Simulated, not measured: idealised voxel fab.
process module | voxel self aligned vias
cross-section cut | 240 nm wide | cells 5 nm
A cross-section is a grid of square cells, given in bands from the top down. A band is one or more rows of cells.
Each band's line starts with the height of the band's top and of its bottom, in nm. Then come its materials from left to right, each with its width in nm. One material with "throughout" fills the band from edge to edge. "air" is empty space.
Height 0 is the level under which the wafer as received is all one material. The lowest band goes on downwards, as in "0 down".
A width such as "30 to 40" changes by the same amount from each row of cells to the next, from the band's top row to its bottom row.
"no change" after a step means that no cell of the cross-section changed.
closed voids: empty space of 8 cells or more with no open way to the top, each as width x height at its distance from the left edge, in nm
after a step's settings: what the simulator itself notes on the step
overlay nm, on a step with a mask: how far to the right of its planned place the mask lay; to the left if negative
plan
1 op RECEIVE | material Si
2 op CONFORMAL_DEP | material SiO2 | thk nm 15
3 op CONFORMAL_DEP | material SiCN | thk nm 5
4 op DIRECTIONAL_DEP | material SiO2 | thk nm 30
5 op DIRECTIONAL_DEP | material aC | thk nm 10
6 op PATTERN | tone open | mask id LINES | material resist | width nm 15 | pitch nm 50 | thk nm 30 | overlay nm 0
7 op DIRECTIONAL_ETCH | etch materials aC | depth nm 10
8 op STRIP | etch materials resist
9 op DIRECTIONAL_ETCH | etch materials SiO2 | depth nm 30
10 op STRIP | etch materials aC
11 op CONFORMAL_DEP | material TiN | thk nm 5
12 op FILL_DEP | material Ru | thk nm 5
13 op CMP | height nm 50
14 op SELECTIVE_ETCH | etch materials W Ru TiN | depth nm 5
15 op FILL_DEP | material SiN | thk nm 5
16 op CMP | height nm 50
17 op DIRECTIONAL_DEP | material SiO2 | thk nm 20
18 op PATTERN | tone open | mask id VIAS | material resist | width nm 30 | pitch nm 100 | thk nm 20 | overlay nm 0
19 op DIRECTIONAL_ETCH | etch materials SiO2 | depth nm 20
20 op DIRECTIONAL_ETCH | etch materials SiN | depth nm 5
21 op STRIP | etch materials resist
22 op CONFORMAL_DEP | material TiN | thk nm 5
23 op FILL_DEP | material Cu | thk nm 5
24 op CMP | height nm 70
25 op CONFORMAL_DEP | material SiN | thk nm 5
varied across the wafers: width nm of step 6. The plan shows the first wafer's value. All wafers start alike
first wafer as received, after step 1
  0 down: Si throughout
  closed voids: none
first wafer at the end, after step 25
  75 to 70: SiN throughout
  70 to 55: SiO2 55 | TiN 5 | Cu 20 | TiN 5 | SiO2 70 | TiN 5 | Cu 20 | TiN 5 | SiO2 55
  55 to 50: SiO2 55 | TiN 15 | Cu 5 | TiN 10 | SiO2 70 | TiN 15 | Cu 5 | TiN 10 | SiO2 55
  50 to 45: SiO2 65 | TiN 15 | SiO2 35 | SiN 15 | SiO2 35 | TiN 15 | SiO2 60
  45 to 25: SiO2 65 | TiN 5 | Ru 5 | TiN 5 | SiO2 35 | TiN 5 | Ru 5 | TiN 5 | SiO2 35 | TiN 5 | Ru 5 | TiN 5 | SiO2 60
  25 to 20: SiO2 65 | TiN 15 | SiO2 35 | TiN 15 | SiO2 35 | TiN 15 | SiO2 60
  20 to 15: SiCN throughout
  15 to 0: SiO2 throughout
  0 down: Si throughout
  closed voids: none
last wafer at the end
  75 to 70: SiN throughout
  70 to 50: SiO2 55 | TiN 5 | Cu 20 | TiN 5 | SiO2 70 | TiN 5 | Cu 20 | TiN 5 | SiO2 55
  50 to 45: SiO2 55 | TiN 30 | SiN 5 | SiO2 15 | SiN 35 | SiO2 15 | TiN 30 | SiN 5 | SiO2 50
  45 to 25: SiO2 55 | TiN 5 | Ru 25 | TiN 5 | SiO2 15 | TiN 5 | Ru 25 | TiN 5 | SiO2 15 | TiN 5 | Ru 25 | TiN 5 | SiO2 50
  25 to 20: SiO2 55 | TiN 35 | SiO2 15 | TiN 35 | SiO2 15 | TiN 35 | SiO2 50
  20 to 15: SiCN throughout
  15 to 0: SiO2 throughout
  0 down: Si throughout
  closed voids: none
each wafer at the end: cells of each material gained (+) or lost (-) since it was received, then its closed voids
width nm 15 | +26 Cu | +12 Ru | +48 SiCN | +51 SiN | +522 SiO2 | +61 TiN | closed voids: none
width nm 20 | +28 Cu | +24 Ru | +48 SiCN | +52 SiN | +504 SiO2 | +64 TiN | closed voids: none
width nm 25 | +30 Cu | +36 Ru | +48 SiCN | +53 SiN | +486 SiO2 | +67 TiN | closed voids: none
width nm 30 | +32 Cu | +48 Ru | +48 SiCN | +54 SiN | +468 SiO2 | +70 TiN | closed voids: none
width nm 35 | +32 Cu | +60 Ru | +48 SiCN | +57 SiN | +450 SiO2 | +73 TiN | closed voids: none
